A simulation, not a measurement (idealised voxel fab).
Process module in this document: voxel transistor to metal
Cross-sectional view cut (width: 150 nm; square cell size: 5 nm).
Reading order for cross-sections: top band down to bottom band. Underlying form: a grid of square cells. Band size: one or more rows of cells.
In this notation a band is specified by the heights of its top and bottom, in that order and in nm, after which its materials appear from left to right, each paired with its width in nm. The word "full width" attached to a single material means that material fills the band from edge to edge; the word "blank" stands for empty space.
The reference from which all heights are counted is 0, the level beneath which the as-received wafer is entirely one material; the lowest band, having no lower bound, proceeds downward and is written after the example "top 0, no bottom".
Note: "30 to 40" means the width goes from the first number (top row of the band) to the second number (bottom row) in equal steps per row of cells.
The cross-section has no changed cell in any step marked "no change occurred".
Enclosed voids (no open way to top), threshold 8 cells or more, entry "Sealed-off cavities", notation width x height at distance, distance from left edge, nm.
What comes after the settings on a step's line is commentary from the simulator itself on that step.
Steps that use a mask can have "overlay nm" on their line. It says how far the mask sat to the right of where it was meant to be. Negative means to the left.
Read each pair as before and after one process step. The after cross-section shows only down to the lowest band that changed. The step between them and its settings are given below the pair. Pairs can come from different runs of this module on the same starting wafer. A pair continues from the pair above only where its "State on entry" entry says so.

STATE ON ENTRY
* top 40, bottom 25: 55 of blank  5 of SiN  25 of SiCN  5 of SiN  60 of blank
* top 25, bottom 0: 55 of blank  5 of SiN  25 of polySi  5 of SiN  60 of blank
* top 0, bottom -5: 5 of blank  5 of SiN  45 of blank  5 of SiN  25 of polySi  5 of SiN  45 of blank  5 of SiN  10 of blank
* top -5, bottom -10: 5 of SiO2  5 of SiN  5 of blank  5 of SiN  35 of blank  35 of SiO2  35 of blank  5 of SiN  5 of blank  5 of SiN  10 of SiO2
* top -10, bottom -15: 10 of SiO2  5 of blank  10 of SiO2  95 of Si  10 of SiO2  5 of blank  15 of SiO2
* top -15, bottom -35: 20 of SiO2  105 of Si  25 of SiO2
* top -35, no bottom: Si full width
* Sealed-off cavities: none

POST-STEP SNAPSHOT
* top 40, bottom 25: 55 of blank  5 of SiN  25 of SiCN  5 of SiN  60 of blank
* top 25, bottom 0: 55 of blank  5 of SiN  25 of polySi  5 of SiN  60 of blank
* top 0, bottom -5: 5 of blank  5 of SiN  45 of blank  5 of SiN  25 of polySi  5 of SiN  45 of blank  5 of SiN  10 of blank
* top -5, bottom -10: 5 of SiO2  5 of SiN  5 of blank  5 of SiN  35 of nSi  35 of SiO2  35 of nSi  5 of SiN  5 of blank  5 of SiN  10 of SiO2
* Everything under -10 stays put, no change at all.
* Sealed-off cavities: none
The two cross-sections above bracket this step: EPI: material nSi, thk nm 5

State on entry: we pick up right where the pair above leaves off, with its after cross-section.

POST-STEP SNAPSHOT
* top 50, bottom 40: SiO2 full width
* top 40, bottom 25: 55 of SiO2  5 of SiN  25 of SiCN  5 of SiN  60 of SiO2
* top 25, bottom 0: 55 of SiO2  5 of SiN  25 of polySi  5 of SiN  60 of SiO2
* top 0, bottom -5: 5 of SiO2  5 of SiN  45 of SiO2  5 of SiN  25 of polySi  5 of SiN  45 of SiO2  5 of SiN  10 of SiO2
* top -5, bottom -10: 5 of SiO2  5 of SiN  5 of SiO2  5 of SiN  35 of nSi  35 of SiO2  35 of nSi  5 of SiN  5 of SiO2  5 of SiN  10 of SiO2
* top -10, bottom -15: 25 of SiO2  95 of Si  30 of SiO2
* Everything under -15 stays put, no change at all.
* Sealed-off cavities: none
The two cross-sections above bracket this step: FILL_DEP: material SiO2, thk nm 10

State on entry: we pick up right where the pair above leaves off, with its after cross-section.

POST-STEP SNAPSHOT
* top 25, bottom 0: 55 of SiO2  5 of SiN  25 of polySi  5 of SiN  60 of SiO2
* Everything under 0 stays put, no change at all.
* Sealed-off cavities: none
The two cross-sections above bracket this step: CMP: height nm 25

State on entry: we pick up right where the pair above leaves off, with its after cross-section.

POST-STEP SNAPSHOT
* top 25, bottom 0: 55 of SiO2  5 of SiN  25 of blank  5 of SiN  60 of SiO2
* top 0, bottom -5: 5 of SiO2  5 of SiN  45 of SiO2  5 of SiN  25 of blank  5 of SiN  45 of SiO2  5 of SiN  10 of SiO2
* Everything under -5 stays put, no change at all.
* Sealed-off cavities: none
The two cross-sections above bracket this step: STRIP: etch materials polySi

State on entry: we pick up right where the pair above leaves off, with its after cross-section.

POST-STEP SNAPSHOT
* top 25, bottom 20: 55 of blank  5 of SiN  25 of blank  5 of SiN  60 of blank
* top 20, bottom 0: 55 of SiO2  5 of SiN  25 of blank  5 of SiN  60 of SiO2
* top 0, bottom -5: 5 of SiO2  5 of SiN  45 of SiO2  5 of SiN  25 of blank  5 of SiN  45 of SiO2  5 of SiN  10 of SiO2
* top -5, bottom -10: 5 of SiO2  5 of SiN  5 of SiO2  5 of SiN  35 of nSi  35 of blank  35 of nSi  5 of SiN  5 of SiO2  5 of SiN  10 of SiO2
* Everything under -10 stays put, no change at all.
* Sealed-off cavities: none
The two cross-sections above bracket this step: SELECTIVE_ETCH: etch materials SiO2, depth nm 5

State on entry: we pick up right where the pair above leaves off, with its after cross-section.

POST-STEP SNAPSHOT
* top 30, bottom 25: 50 of blank  15 of HfO2  15 of blank  15 of HfO2  55 of blank
* top 25, bottom 20: 55 of HfO2  5 of SiN  5 of HfO2  15 of blank  5 of HfO2  5 of SiN  60 of HfO2
* top 20, bottom 0: 55 of SiO2  5 of SiN  5 of HfO2  15 of blank  5 of HfO2  5 of SiN  60 of SiO2
* top 0, bottom -5: 5 of SiO2  5 of SiN  45 of SiO2  5 of SiN  5 of HfO2  15 of blank  5 of HfO2  5 of SiN  45 of SiO2  5 of SiN  10 of SiO2
* top -5, bottom -10: 5 of SiO2  5 of SiN  5 of SiO2  5 of SiN  35 of nSi  35 of HfO2  35 of nSi  5 of SiN  5 of SiO2  5 of SiN  10 of SiO2
* Everything under -10 stays put, no change at all.
* Sealed-off cavities: none
The two cross-sections above bracket this step: CONFORMAL_DEP: material HfO2, thk nm 5

State on entry: we pick up right where the pair above leaves off, with its after cross-section.

POST-STEP SNAPSHOT
* top 35, bottom 30: 45 of blank  25 of TiN  5 of blank  25 of TiN  50 of blank
* top 30, bottom 25: 50 of TiN  15 of HfO2  5 of TiN  5 of blank  5 of TiN  15 of HfO2  55 of TiN
* top 25, bottom 20: 55 of HfO2  5 of SiN  5 of HfO2  5 of TiN  5 of blank  5 of TiN  5 of HfO2  5 of SiN  60 of HfO2
* top 20, bottom 0: 55 of SiO2  5 of SiN  5 of HfO2  5 of TiN  5 of blank  5 of TiN  5 of HfO2  5 of SiN  60 of SiO2
* top 0, bottom -5: 5 of SiO2  5 of SiN  45 of SiO2  5 of SiN  5 of HfO2  15 of TiN  5 of HfO2  5 of SiN  45 of SiO2  5 of SiN  10 of SiO2
* Everything under -5 stays put, no change at all.
* Sealed-off cavities: none
The two cross-sections above bracket this step: CONFORMAL_DEP: material TiN, thk nm 5

State on entry: we pick up right where the pair above leaves off, with its after cross-section.

POST-STEP SNAPSHOT
* top 40, bottom 35: W full width
* top 35, bottom 30: 45 of W  25 of TiN  5 of W  25 of TiN  50 of W
* top 30, bottom 25: 50 of TiN  15 of HfO2  5 of TiN  5 of W  5 of TiN  15 of HfO2  55 of TiN
* top 25, bottom 20: 55 of HfO2  5 of SiN  5 of HfO2  5 of TiN  5 of W  5 of TiN  5 of HfO2  5 of SiN  60 of HfO2
* top 20, bottom 0: 55 of SiO2  5 of SiN  5 of HfO2  5 of TiN  5 of W  5 of TiN  5 of HfO2  5 of SiN  60 of SiO2
* Everything under 0 stays put, no change at all.
* Sealed-off cavities: none
The two cross-sections above bracket this step: FILL_DEP: material W, thk nm 5

State on entry: we pick up right where the pair above leaves off, with its after cross-section.

POST-STEP SNAPSHOT
* top 20, bottom 0: 55 of SiO2  5 of SiN  5 of HfO2  5 of TiN  5 of W  5 of TiN  5 of HfO2  5 of SiN  60 of SiO2
* Everything under 0 stays put, no change at all.
* Sealed-off cavities: none
The two cross-sections above bracket this step: CMP: height nm 20

State on entry: we pick up right where the pair above leaves off, with its after cross-section.

POST-STEP SNAPSHOT
* top 30, bottom 20: SiO2 full width
* Everything under 20 stays put, no change at all.
* Sealed-off cavities: none
The two cross-sections above bracket this step: DIRECTIONAL_DEP: material SiO2, thk nm 10

State on entry: we pick up right where the pair above leaves off, with its after cross-section.

POST-STEP SNAPSHOT
* top 40, bottom 30: aC full width
* Everything under 30 stays put, no change at all.
* Sealed-off cavities: none
The two cross-sections above bracket this step: DIRECTIONAL_DEP: material aC, thk nm 10

State on entry: we pick up right where the pair above leaves off, with its after cross-section.

POST-STEP SNAPSHOT
* top 65, bottom 40: 20 of resist  20 of blank  65 of resist  20 of blank  25 of resist
* Everything under 40 stays put, no change at all.
* Sealed-off cavities: none
The two cross-sections above bracket this step: PATTERN: tone open, mask id CONTACT, material resist, width nm 20, pitch nm 85, thk nm 25, overlay nm 0

State on entry: we pick up right where the pair above leaves off, with its after cross-section.

POST-STEP SNAPSHOT
* top 55, bottom 40: 20 of resist  20 of blank  65 of resist  20 of blank  25 of resist
* top 40, bottom 30: 20 of aC  20 of blank  65 of aC  20 of blank  25 of aC
* Everything under 30 stays put, no change at all.
* Sealed-off cavities: none
The two cross-sections above bracket this step: DIRECTIONAL_ETCH: etch materials aC, depth nm 10

State on entry: we pick up right where the pair above leaves off, with its after cross-section.

POST-STEP SNAPSHOT
* top 40, bottom 30: 20 of aC  20 of blank  65 of aC  20 of blank  25 of aC
* Everything under 30 stays put, no change at all.
* Sealed-off cavities: none
The two cross-sections above bracket this step: STRIP: etch materials resist

State on entry: we pick up right where the pair above leaves off, with its after cross-section.

POST-STEP SNAPSHOT
* top 40, bottom 30: 20 of aC  20 of blank  65 of aC  20 of blank  25 of aC
* top 30, bottom 20: 20 of SiO2  20 of blank  65 of SiO2  20 of blank  25 of SiO2
* top 20, bottom 0: 20 of SiO2  20 of blank  15 of SiO2  5 of SiN  5 of HfO2  5 of TiN  5 of W  5 of TiN  5 of HfO2  5 of SiN  15 of SiO2  20 of blank  25 of SiO2
* top 0, bottom -5: 5 of SiO2  5 of SiN  10 of SiO2  20 of blank  15 of SiO2  5 of SiN  5 of HfO2  15 of TiN  5 of HfO2  5 of SiN  15 of SiO2  20 of blank  10 of SiO2  5 of SiN  10 of SiO2
* Everything under -5 stays put, no change at all.
* Sealed-off cavities: none
The two cross-sections above bracket this step: DIRECTIONAL_ETCH: etch materials SiO2, depth nm 35

State on entry: we pick up right where the pair above leaves off, with its after cross-section.

POST-STEP SNAPSHOT
* top 30, bottom 20: 20 of SiO2  20 of blank  65 of SiO2  20 of blank  25 of SiO2
* Everything under 20 stays put, no change at all.
* Sealed-off cavities: none
The two cross-sections above bracket this step: STRIP: etch materials aC

State on entry: we pick up right where the pair above leaves off, with its after cross-section.

POST-STEP SNAPSHOT
* top 35, bottom 30: 25 of TiN  10 of blank  75 of TiN  10 of blank  30 of TiN
* top 30, bottom 20: 20 of SiO2  5 of TiN  10 of blank  5 of TiN  65 of SiO2  5 of TiN  10 of blank  5 of TiN  25 of SiO2
* top 20, bottom 0: 20 of SiO2  5 of TiN  10 of blank  5 of TiN  15 of SiO2  5 of SiN  5 of HfO2  5 of TiN  5 of W  5 of TiN  5 of HfO2  5 of SiN  15 of SiO2  5 of TiN  10 of blank  5 of TiN  25 of SiO2
* top 0, bottom -5: 5 of SiO2  5 of SiN  10 of SiO2  20 of TiN  15 of SiO2  5 of SiN  5 of HfO2  15 of TiN  5 of HfO2  5 of SiN  15 of SiO2  20 of TiN  10 of SiO2  5 of SiN  10 of SiO2
* Everything under -5 stays put, no change at all.
* Sealed-off cavities: none
The two cross-sections above bracket this step: CONFORMAL_DEP: material TiN, thk nm 5

State on entry: we pick up right where the pair above leaves off, with its after cross-section.

POST-STEP SNAPSHOT
* top 45, bottom 35: W full width
* top 35, bottom 30: 25 of TiN  10 of W  75 of TiN  10 of W  30 of TiN
* top 30, bottom 20: 20 of SiO2  5 of TiN  10 of W  5 of TiN  65 of SiO2  5 of TiN  10 of W  5 of TiN  25 of SiO2
* top 20, bottom 0: 20 of SiO2  5 of TiN  10 of W  5 of TiN  15 of SiO2  5 of SiN  5 of HfO2  5 of TiN  5 of W  5 of TiN  5 of HfO2  5 of SiN  15 of SiO2  5 of TiN  10 of W  5 of TiN  25 of SiO2
* Everything under 0 stays put, no change at all.
* Sealed-off cavities: none
The two cross-sections above bracket this step: FILL_DEP: material W, thk nm 10

State on entry: we pick up right where the pair above leaves off, with its after cross-section.

POST-STEP SNAPSHOT
* top 30, bottom 20: 20 of SiO2  5 of TiN  10 of W  5 of TiN  65 of SiO2  5 of TiN  10 of W  5 of TiN  25 of SiO2
* Everything under 20 stays put, no change at all.
* Sealed-off cavities: none
The two cross-sections above bracket this step: CMP: height nm 30

State on entry: we pick up right where the pair above leaves off, with its after cross-section.

POST-STEP SNAPSHOT
* top 35, bottom 30: TiN full width
* Everything under 30 stays put, no change at all.
* Sealed-off cavities: none
The two cross-sections above bracket this step: DIRECTIONAL_DEP: material TiN, thk nm 5

State on entry: we pick up right where the pair above leaves off, with its after cross-section.

POST-STEP SNAPSHOT
* top 50, bottom 35: W full width
* Everything under 35 stays put, no change at all.
* Sealed-off cavities: none
The two cross-sections above bracket this step: DIRECTIONAL_DEP: material W, thk nm 15

State on entry: we pick up right where the pair above leaves off, with its after cross-section.

POST-STEP SNAPSHOT
* top 65, bottom 50: aC full width
* Everything under 50 stays put, no change at all.
* Sealed-off cavities: none
The two cross-sections above bracket this step: DIRECTIONAL_DEP: material aC, thk nm 15

State on entry: we pick up right where the pair above leaves off, with its after cross-section.

POST-STEP SNAPSHOT
* top 95, bottom 65: 20 of blank  20 of resist  65 of blank  20 of resist  25 of blank
* Everything under 65 stays put, no change at all.
* Sealed-off cavities: none
The two cross-sections above bracket this step: PATTERN: tone cover, mask id METAL_1, material resist, width nm 20, pitch nm 85, thk nm 30, overlay nm 0

State on entry: we pick up right where the pair above leaves off, with its after cross-section.

POST-STEP SNAPSHOT
* top 80, bottom 65: 20 of blank  20 of resist  65 of blank  20 of resist  25 of blank
* top 65, bottom 50: 20 of blank  20 of aC  65 of blank  20 of aC  25 of blank
* Everything under 50 stays put, no change at all.
* Sealed-off cavities: none
The two cross-sections above bracket this step: DIRECTIONAL_ETCH: etch materials aC, depth nm 15

State on entry: we pick up right where the pair above leaves off, with its after cross-section.

POST-STEP SNAPSHOT
* top 65, bottom 50: 20 of blank  20 of aC  65 of blank  20 of aC  25 of blank
* Everything under 50 stays put, no change at all.
* Sealed-off cavities: none
The two cross-sections above bracket this step: STRIP: etch materials resist

State on entry: we pick up right where the pair above leaves off, with its after cross-section.

POST-STEP SNAPSHOT
* top 65, bottom 50: 20 of blank  20 of aC  65 of blank  20 of aC  25 of blank
* top 50, bottom 35: 20 of blank  20 of W  65 of blank  20 of W  25 of blank
* Everything under 35 stays put, no change at all.
* Sealed-off cavities: none
The two cross-sections above bracket this step: DIRECTIONAL_ETCH: etch materials W, depth nm 15

State on entry: we pick up right where the pair above leaves off, with its after cross-section.

POST-STEP SNAPSHOT
* top 65, bottom 50: 20 of blank  20 of aC  65 of blank  20 of aC  25 of blank
* top 50, bottom 35: 20 of blank  20 of W  65 of blank  20 of W  25 of blank
* top 35, bottom 30: 20 of blank  20 of TiN  65 of blank  20 of TiN  25 of blank
* Everything under 30 stays put, no change at all.
* Sealed-off cavities: none
The two cross-sections above bracket this step: DIRECTIONAL_ETCH: etch materials TiN, depth nm 5

State on entry: we pick up right where the pair above leaves off, with its after cross-section.

POST-STEP SNAPSHOT
* top 50, bottom 35: 20 of blank  20 of W  65 of blank  20 of W  25 of blank
* Everything under 35 stays put, no change at all.
* Sealed-off cavities: none
The two cross-sections above bracket this step: STRIP: etch materials aC

State on entry: we pick up right where the pair above leaves off, with its after cross-section.

POST-STEP SNAPSHOT
* top 55, bottom 50: 15 of blank  30 of SiCN  55 of blank  30 of SiCN  20 of blank
* top 50, bottom 35: 15 of blank  5 of SiCN  20 of W  5 of SiCN  55 of blank  5 of SiCN  20 of W  5 of SiCN  20 of blank
* top 35, bottom 30: 20 of SiCN  20 of TiN  65 of SiCN  20 of TiN  25 of SiCN
* Everything under 30 stays put, no change at all.
* Sealed-off cavities: none
The two cross-sections above bracket this step: CONFORMAL_DEP: material SiCN, thk nm 5

State on entry: we pick up right where the pair above leaves off, with its after cross-section.

POST-STEP SNAPSHOT
* top 65, bottom 55: lowk full width
* top 55, bottom 50: 15 of lowk  30 of SiCN  55 of lowk  30 of SiCN  20 of lowk
* top 50, bottom 35: 15 of lowk  5 of SiCN  20 of W  5 of SiCN  55 of lowk  5 of SiCN  20 of W  5 of SiCN  20 of lowk
* Everything under 35 stays put, no change at all.
* Sealed-off cavities: none
The two cross-sections above bracket this step: FILL_DEP: material lowk, thk nm 10

State on entry: we pick up right where the pair above leaves off, with its after cross-section.

POST-STEP SNAPSHOT
* top 50, bottom 35: 15 of lowk  5 of SiCN  20 of W  5 of SiCN  55 of lowk  5 of SiCN  20 of W  5 of SiCN  20 of lowk
* Everything under 35 stays put, no change at all.
* Sealed-off cavities: none
The two cross-sections above bracket this step: CMP: height nm 50

State on entry: we pick up right where the pair above leaves off, with its after cross-section.

POST-STEP SNAPSHOT
* top 55, bottom 50: SiCN full width
* Everything under 50 stays put, no change at all.
* Sealed-off cavities: none
The two cross-sections above bracket this step: CONFORMAL_DEP: material SiCN, thk nm 5

State on entry: we pick up right where the pair above leaves off, with its after cross-section.

POST-STEP SNAPSHOT
* top 90, bottom 55: lowk full width
* Everything under 55 stays put, no change at all.
* Sealed-off cavities: none
The two cross-sections above bracket this step: DIRECTIONAL_DEP: material lowk, thk nm 35

State on entry: we pick up right where the pair above leaves off, with its after cross-section.

POST-STEP SNAPSHOT
* top 110, bottom 90: 20 of resist  20 of blank  65 of resist  20 of blank  25 of resist
* Everything under 90 stays put, no change at all.
* Sealed-off cavities: none
The two cross-sections above bracket this step: PATTERN: tone open, mask id METAL_2, material resist, width nm 20, pitch nm 85, thk nm 20, overlay nm 0

State on entry: we pick up right where the pair above leaves off, with its after cross-section.

POST-STEP SNAPSHOT
* top 110, bottom 90: 20 of resist  20 of blank  65 of resist  20 of blank  25 of resist
* top 90, bottom 70: 20 of lowk  20 of blank  65 of lowk  20 of blank  25 of lowk
* Everything under 70 stays put, no change at all.
* Sealed-off cavities: none
The two cross-sections above bracket this step: DIRECTIONAL_ETCH: etch materials lowk, depth nm 20

State on entry: we pick up right where the pair above leaves off, with its after cross-section.

POST-STEP SNAPSHOT
* top 90, bottom 70: 20 of lowk  20 of blank  65 of lowk  20 of blank  25 of lowk
* Everything under 70 stays put, no change at all.
* Sealed-off cavities: none
The two cross-sections above bracket this step: STRIP: etch materials resist

State on entry: we pick up right where the pair above leaves off, with its after cross-section.

POST-STEP SNAPSHOT
* top 105, bottom 90: 20 of aC  20 of blank  65 of aC  20 of blank  25 of aC
* top 90, bottom 85: 20 of lowk  20 of blank  65 of lowk  20 of blank  25 of lowk
* top 85, bottom 70: 20 of lowk  20 of aC  65 of lowk  20 of aC  25 of lowk
* Everything under 70 stays put, no change at all.
* Sealed-off cavities: none
The two cross-sections above bracket this step: DIRECTIONAL_DEP: material aC, thk nm 15

State on entry: we pick up right where the pair above leaves off, with its after cross-section.

POST-STEP SNAPSHOT
* top 140, bottom 105: 20 of resist  15 of blank  70 of resist  15 of blank  30 of resist
* top 105, bottom 90: 20 of aC  15 of blank  5 of resist  65 of aC  15 of blank  5 of resist  25 of aC
* top 90, bottom 85: 20 of lowk  15 of blank  5 of resist  65 of lowk  15 of blank  5 of resist  25 of lowk
* Everything under 85 stays put, no change at all.
* Sealed-off cavities: none
The two cross-sections above bracket this step: PATTERN: tone open, mask id METAL_2_HOLES, material resist, width nm 15, pitch nm 85, thk nm 35, overlay nm 0

State on entry: we pick up right where the pair above leaves off, with its after cross-section.

POST-STEP SNAPSHOT
* top 125, bottom 105: 20 of resist  15 of blank  70 of resist  15 of blank  30 of resist
* top 105, bottom 90: 20 of aC  15 of blank  5 of resist  65 of aC  15 of blank  5 of resist  25 of aC
* top 90, bottom 85: 20 of lowk  15 of blank  5 of resist  65 of lowk  15 of blank  5 of resist  25 of lowk
* top 85, bottom 70: 20 of lowk  15 of blank  5 of aC  65 of lowk  15 of blank  5 of aC  25 of lowk
* Everything under 70 stays put, no change at all.
* Sealed-off cavities: none
The two cross-sections above bracket this step: DIRECTIONAL_ETCH: etch materials aC, depth nm 15

State on entry: we pick up right where the pair above leaves off, with its after cross-section.

POST-STEP SNAPSHOT
* top 105, bottom 90: 20 of aC  20 of blank  65 of aC  20 of blank  25 of aC
* top 90, bottom 85: 20 of lowk  20 of blank  65 of lowk  20 of blank  25 of lowk
* Everything under 85 stays put, no change at all.
* Sealed-off cavities: none
The two cross-sections above bracket this step: STRIP: etch materials resist

State on entry: we pick up right where the pair above leaves off, with its after cross-section.

POST-STEP SNAPSHOT
* top 105, bottom 90: 20 of aC  20 of blank  65 of aC  20 of blank  25 of aC
* top 90, bottom 85: 20 of lowk  20 of blank  65 of lowk  20 of blank  25 of lowk
* top 85, bottom 70: 20 of lowk  15 of blank  5 of aC  65 of lowk  15 of blank  5 of aC  25 of lowk
* top 70, bottom 55: 20 of lowk  15 of blank  70 of lowk  15 of blank  30 of lowk
* Everything under 55 stays put, no change at all.
* Sealed-off cavities: none
The two cross-sections above bracket this step: DIRECTIONAL_ETCH: etch materials lowk, depth nm 15

State on entry: we pick up right where the pair above leaves off, with its after cross-section.

POST-STEP SNAPSHOT
* top 105, bottom 90: 20 of aC  20 of blank  65 of aC  20 of blank  25 of aC
* top 90, bottom 85: 20 of lowk  20 of blank  65 of lowk  20 of blank  25 of lowk
* top 85, bottom 70: 20 of lowk  15 of blank  5 of aC  65 of lowk  15 of blank  5 of aC  25 of lowk
* top 70, bottom 55: 20 of lowk  15 of blank  70 of lowk  15 of blank  30 of lowk
* top 55, bottom 50: 20 of SiCN  15 of blank  70 of SiCN  15 of blank  30 of SiCN
* Everything under 50 stays put, no change at all.
* Sealed-off cavities: none
The two cross-sections above bracket this step: DIRECTIONAL_ETCH: etch materials SiCN, depth nm 5

State on entry: we pick up right where the pair above leaves off, with its after cross-section.

POST-STEP SNAPSHOT
* top 90, bottom 70: 20 of lowk  20 of blank  65 of lowk  20 of blank  25 of lowk
* Everything under 70 stays put, no change at all.
* Sealed-off cavities: none
The two cross-sections above bracket this step: STRIP: etch materials aC

State on entry: we pick up right where the pair above leaves off, with its after cross-section.

POST-STEP SNAPSHOT
* top 95, bottom 90: 25 of TiN  10 of blank  75 of TiN  10 of blank  30 of TiN
* top 90, bottom 75: 20 of lowk  5 of TiN  10 of blank  5 of TiN  65 of lowk  5 of TiN  10 of blank  5 of TiN  25 of lowk
* top 75, bottom 70: 20 of lowk  5 of TiN  5 of blank  10 of TiN  65 of lowk  5 of TiN  5 of blank  10 of TiN  25 of lowk
* top 70, bottom 55: 20 of lowk  5 of TiN  5 of blank  5 of TiN  70 of lowk  5 of TiN  5 of blank  5 of TiN  30 of lowk
* top 55, bottom 50: 20 of SiCN  15 of TiN  70 of SiCN  15 of TiN  30 of SiCN
* Everything under 50 stays put, no change at all.
* Sealed-off cavities: none
The two cross-sections above bracket this step: CONFORMAL_DEP: material TiN, thk nm 5

State on entry: we pick up right where the pair above leaves off, with its after cross-section.

POST-STEP SNAPSHOT
* top 105, bottom 95: Cu full width
* top 95, bottom 90: 25 of TiN  10 of Cu  75 of TiN  10 of Cu  30 of TiN
* top 90, bottom 75: 20 of lowk  5 of TiN  10 of Cu  5 of TiN  65 of lowk  5 of TiN  10 of Cu  5 of TiN  25 of lowk
* top 75, bottom 70: 20 of lowk  5 of TiN  5 of Cu  10 of TiN  65 of lowk  5 of TiN  5 of Cu  10 of TiN  25 of lowk
* top 70, bottom 55: 20 of lowk  5 of TiN  5 of Cu  5 of TiN  70 of lowk  5 of TiN  5 of Cu  5 of TiN  30 of lowk
* Everything under 55 stays put, no change at all.
* Sealed-off cavities: none
The two cross-sections above bracket this step: FILL_DEP: material Cu, thk nm 10

State on entry: we pick up right where the pair above leaves off, with its after cross-section.

POST-STEP SNAPSHOT
* top 90, bottom 75: 20 of lowk  5 of TiN  10 of Cu  5 of TiN  65 of lowk  5 of TiN  10 of Cu  5 of TiN  25 of lowk
* Everything under 75 stays put, no change at all.
* Sealed-off cavities: none
The two cross-sections above bracket this step: CMP: height nm 90

State on entry: we pick up right where the pair above leaves off, with its after cross-section.

POST-STEP SNAPSHOT
* top 95, bottom 90: SiCN full width
* Everything under 90 stays put, no change at all.
* Sealed-off cavities: none
The two cross-sections above bracket this step: CONFORMAL_DEP: material SiCN, thk nm 5

STATE ON ENTRY
* top 45, bottom 35: W full width
* top 35, bottom 30: 25 of TiN  10 of W  75 of TiN  10 of W  30 of TiN
* top 30, bottom 20: 20 of SiO2  5 of TiN  10 of W  5 of TiN  65 of SiO2  5 of TiN  10 of W  5 of TiN  25 of SiO2
* top 20, bottom 0: 20 of SiO2  5 of TiN  10 of W  5 of TiN  15 of SiO2  5 of SiN  5 of HfO2  5 of TiN  5 of W  5 of TiN  5 of HfO2  5 of SiN  15 of SiO2  5 of TiN  10 of W  5 of TiN  25 of SiO2
* top 0, bottom -5: 10 of SiO2  5 of SiN  5 of SiO2  20 of TiN  15 of SiO2  5 of SiN  5 of HfO2  15 of TiN  5 of HfO2  5 of SiN  15 of SiO2  20 of TiN  5 of SiO2  5 of SiN  15 of SiO2
* top -5, bottom -10: 15 of SiO2  40 of nSi  35 of HfO2  40 of nSi  20 of SiO2
* top -10, bottom -35: 20 of SiO2  105 of Si  25 of SiO2
* top -35, no bottom: Si full width
* Sealed-off cavities: none

POST-STEP SNAPSHOT
* top 35, bottom 30: 25 of TiN  10 of W  75 of TiN  10 of W  30 of TiN
* Everything under 30 stays put, no change at all.
* Sealed-off cavities: none
The two cross-sections above bracket this step: CMP: height nm 35

State on entry: we pick up right where the pair above leaves off, with its after cross-section.

POST-STEP SNAPSHOT
* top 40, bottom 35: TiN full width
* Everything under 35 stays put, no change at all.
* Sealed-off cavities: none
The two cross-sections above bracket this step: DIRECTIONAL_DEP: material TiN, thk nm 5

State on entry: we pick up right where the pair above leaves off, with its after cross-section.

POST-STEP SNAPSHOT
* top 55, bottom 40: W full width
* Everything under 40 stays put, no change at all.
* Sealed-off cavities: none
The two cross-sections above bracket this step: DIRECTIONAL_DEP: material W, thk nm 15

State on entry: we pick up right where the pair above leaves off, with its after cross-section.

POST-STEP SNAPSHOT
* top 70, bottom 55: aC full width
* Everything under 55 stays put, no change at all.
* Sealed-off cavities: none
The two cross-sections above bracket this step: DIRECTIONAL_DEP: material aC, thk nm 15

State on entry: we pick up right where the pair above leaves off, with its after cross-section.

POST-STEP SNAPSHOT
* top 100, bottom 70: 20 of blank  20 of resist  65 of blank  20 of resist  25 of blank
* Everything under 70 stays put, no change at all.
* Sealed-off cavities: none
The two cross-sections above bracket this step: PATTERN: tone cover, mask id METAL_1, material resist, width nm 20, pitch nm 85, thk nm 30, overlay nm 0

State on entry: we pick up right where the pair above leaves off, with its after cross-section.

POST-STEP SNAPSHOT
* top 85, bottom 70: 20 of blank  20 of resist  65 of blank  20 of resist  25 of blank
* top 70, bottom 55: 20 of blank  20 of aC  65 of blank  20 of aC  25 of blank
* Everything under 55 stays put, no change at all.
* Sealed-off cavities: none
The two cross-sections above bracket this step: DIRECTIONAL_ETCH: etch materials aC, depth nm 15

State on entry: we pick up right where the pair above leaves off, with its after cross-section.

POST-STEP SNAPSHOT
* top 70, bottom 55: 20 of blank  20 of aC  65 of blank  20 of aC  25 of blank
* Everything under 55 stays put, no change at all.
* Sealed-off cavities: none
The two cross-sections above bracket this step: STRIP: etch materials resist

State on entry: we pick up right where the pair above leaves off, with its after cross-section.

POST-STEP SNAPSHOT
* top 70, bottom 55: 20 of blank  20 of aC  65 of blank  20 of aC  25 of blank
* top 55, bottom 40: 20 of blank  20 of W  65 of blank  20 of W  25 of blank
* Everything under 40 stays put, no change at all.
* Sealed-off cavities: none
The two cross-sections above bracket this step: DIRECTIONAL_ETCH: etch materials W, depth nm 15

State on entry: we pick up right where the pair above leaves off, with its after cross-section.

POST-STEP SNAPSHOT
* top 70, bottom 55: 20 of blank  20 of aC  65 of blank  20 of aC  25 of blank
* top 55, bottom 40: 20 of blank  20 of W  65 of blank  20 of W  25 of blank
* top 40, bottom 35: 20 of blank  20 of TiN  65 of blank  20 of TiN  25 of blank
* Everything under 35 stays put, no change at all.
* Sealed-off cavities: none
The two cross-sections above bracket this step: DIRECTIONAL_ETCH: etch materials TiN, depth nm 5

State on entry: we pick up right where the pair above leaves off, with its after cross-section.

POST-STEP SNAPSHOT
* top 55, bottom 40: 20 of blank  20 of W  65 of blank  20 of W  25 of blank
* Everything under 40 stays put, no change at all.
* Sealed-off cavities: none
The two cross-sections above bracket this step: STRIP: etch materials aC

State on entry: we pick up right where the pair above leaves off, with its after cross-section.

POST-STEP SNAPSHOT
* top 60, bottom 55: 15 of blank  30 of SiCN  55 of blank  30 of SiCN  20 of blank
* top 55, bottom 40: 15 of blank  5 of SiCN  20 of W  5 of SiCN  55 of blank  5 of SiCN  20 of W  5 of SiCN  20 of blank
* top 40, bottom 35: 20 of SiCN  20 of TiN  65 of SiCN  20 of TiN  25 of SiCN
* Everything under 35 stays put, no change at all.
* Sealed-off cavities: none
The two cross-sections above bracket this step: CONFORMAL_DEP: material SiCN, thk nm 5

State on entry: we pick up right where the pair above leaves off, with its after cross-section.

POST-STEP SNAPSHOT
* top 70, bottom 60: lowk full width
* top 60, bottom 55: 15 of lowk  30 of SiCN  55 of lowk  30 of SiCN  20 of lowk
* top 55, bottom 40: 15 of lowk  5 of SiCN  20 of W  5 of SiCN  55 of lowk  5 of SiCN  20 of W  5 of SiCN  20 of lowk
* Everything under 40 stays put, no change at all.
* Sealed-off cavities: none
The two cross-sections above bracket this step: FILL_DEP: material lowk, thk nm 10

State on entry: we pick up right where the pair above leaves off, with its after cross-section.

POST-STEP SNAPSHOT
* top 50, bottom 40: 15 of lowk  5 of SiCN  20 of W  5 of SiCN  55 of lowk  5 of SiCN  20 of W  5 of SiCN  20 of lowk
* Everything under 40 stays put, no change at all.
* Sealed-off cavities: none
The two cross-sections above bracket this step: CMP: height nm 50
